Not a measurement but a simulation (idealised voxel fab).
process module | voxel double patterning
cross-section cut | 220 nm wide | cells 5 nm
A cross-section is a grid of square cells, given in bands from the top down. A band is one or more rows of cells.
Each band's line starts with the height of the band's top and of its bottom, in nm. Then come its materials from left to right, each with its width in nm. One material with "throughout" fills the band from edge to edge. "air" is empty space.
Height 0 is the level under which the wafer as received is all one material. The lowest band goes on downwards, as in "0 down".
A width such as "30 to 40" changes by the same amount from each row of cells to the next, from the band's top row to its bottom row.
"no change" after a step means that no cell of the cross-section changed.
closed voids: empty space of 8 cells or more with no open way to the top, each as width x height at its distance from the left edge, in nm
after a step's settings: what the simulator itself notes on the step
overlay nm, on a step with a mask: how far to the right of its planned place the mask lay; to the left if negative
plan
1 op RECEIVE | material Si
2 op CONFORMAL_DEP | material SiO2 | thk nm 10
3 op DIRECTIONAL_DEP | material TiN | thk nm 20
4 op DIRECTIONAL_DEP | material SiCN | thk nm 5
5 op MASKED_ETCH | tone open | mask id FIRST | width nm 15 | pitch nm 50 | etch materials SiCN | depth nm 5 | overlay nm -15
6 op DIRECTIONAL_DEP | material aC | thk nm 15
7 op PATTERN | tone open | mask id SECOND | material resist | width nm 15 | pitch nm 50 | thk nm 35 | overlay nm 0
8 op DIRECTIONAL_ETCH | etch materials aC | depth nm 15
9 op STRIP | etch materials resist
10 op DIRECTIONAL_ETCH | etch materials SiCN | depth nm 5
11 op STRIP | etch materials aC
12 op DIRECTIONAL_ETCH | etch materials TiN | depth nm 20
13 op STRIP | etch materials SiCN
varied across the wafers: overlay nm of step 5. The plan shows the first wafer's value. All wafers start alike
first wafer as received, after step 1
  0 down: Si throughout
  closed voids: none
first wafer at the end, after step 13
  30 to 10: TiN 35 | air 15 | TiN 25 | air 25 | TiN 25 | air 25 | TiN 70
  10 to 0: SiO2 throughout
  0 down: Si throughout
  closed voids: none
last wafer at the end
  30 to 10: TiN 65 | air 25 | TiN 25 | air 25 | TiN 25 | air 15 | TiN 40
  10 to 0: SiO2 throughout
  0 down: Si throughout
  closed voids: none
each wafer at the end: cells of each material gained (+) or lost (-) since it was received, then its closed voids
overlay nm -15 | +88 SiO2 | +124 TiN | closed voids: none
overlay nm -10 | +88 SiO2 | +116 TiN | closed voids: none
overlay nm -5 | +88 SiO2 | +116 TiN | closed voids: none
overlay nm 0 | +88 SiO2 | +116 TiN | closed voids: none
overlay nm 5 | +88 SiO2 | +116 TiN | closed voids: none
overlay nm 10 | +88 SiO2 | +116 TiN | closed voids: none
overlay nm 15 | +88 SiO2 | +124 TiN | closed voids: none
